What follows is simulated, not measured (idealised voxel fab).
process module | voxel self aligned contacts
cross-section cut | 300 nm wide | cells 5 nm
A cross-section is a grid of square cells, given in bands from the top down. A band is one or more rows of cells.
Each band's line starts with the height of the band's top and of its bottom, in nm. Then come its materials from left to right, each with its width in nm. One material with "throughout" fills the band from edge to edge. "air" is empty space.
Height 0 is the level under which the wafer as received is all one material. The lowest band goes on downwards, as in "0 down".
A width such as "30 to 40" changes by the same amount from each row of cells to the next, from the band's top row to its bottom row.
"no change" after a step means that no cell of the cross-section changed.
closed voids: empty space of 8 cells or more with no open way to the top, each as width x height at its distance from the left edge, in nm
after a step's settings: what the simulator itself notes on the step
overlay nm, on a step with a mask: how far to the right of its planned place the mask lay; to the left if negative
plan
1 op RECEIVE | material Si
2 op OXIDIZE | depth nm 5
3 op DIRECTIONAL_DEP | material polySi | thk nm 30
4 op DIRECTIONAL_DEP | material SiN | thk nm 20
5 op DIRECTIONAL_DEP | material aC | thk nm 10
6 op PATTERN | tone cover | mask id GATE | material resist | width nm 30 | pitch nm 65 | thk nm 30 | overlay nm 0
7 op DIRECTIONAL_ETCH | etch materials aC | depth nm 10
8 op STRIP | etch materials resist
9 op DIRECTIONAL_ETCH | etch materials SiN | depth nm 20
10 op DIRECTIONAL_ETCH | etch materials polySi | depth nm 30
11 op STRIP | etch materials aC
12 op CONFORMAL_DEP | material SiN | thk nm 5
13 op DIRECTIONAL_ETCH | etch materials SiN | depth nm 5
14 op FILL_DEP | material SiO2 | thk nm 10
15 op CMP | height nm 55
16 op MASKED_ETCH | tone open | mask id CONTACT | width nm 45 | pitch nm 65 | etch materials SiO2 | depth nm 60 | overlay nm 0
17 op CONFORMAL_DEP | material TiN | thk nm 5
18 op FILL_DEP | material Ru | thk nm 10
19 op CMP | height nm 55
20 op CONFORMAL_DEP | material SiN | thk nm 5
as received, after step 1
  0 down: Si throughout
  closed voids: none
a wafer at the end: this start, this plan, one mistake
  60 to 55: SiN throughout
  55 to 50: SiO2 65 | SiN 40 | TiN 25 | SiN 40 | TiN 25 | SiN 40 | SiO2 65
  50 to 30: SiN throughout
  30 to 0: polySi throughout
  0 to -5: SiO2 throughout
  -5 down: Si throughout
  closed voids: none
what went wrong: step 4 was run twice
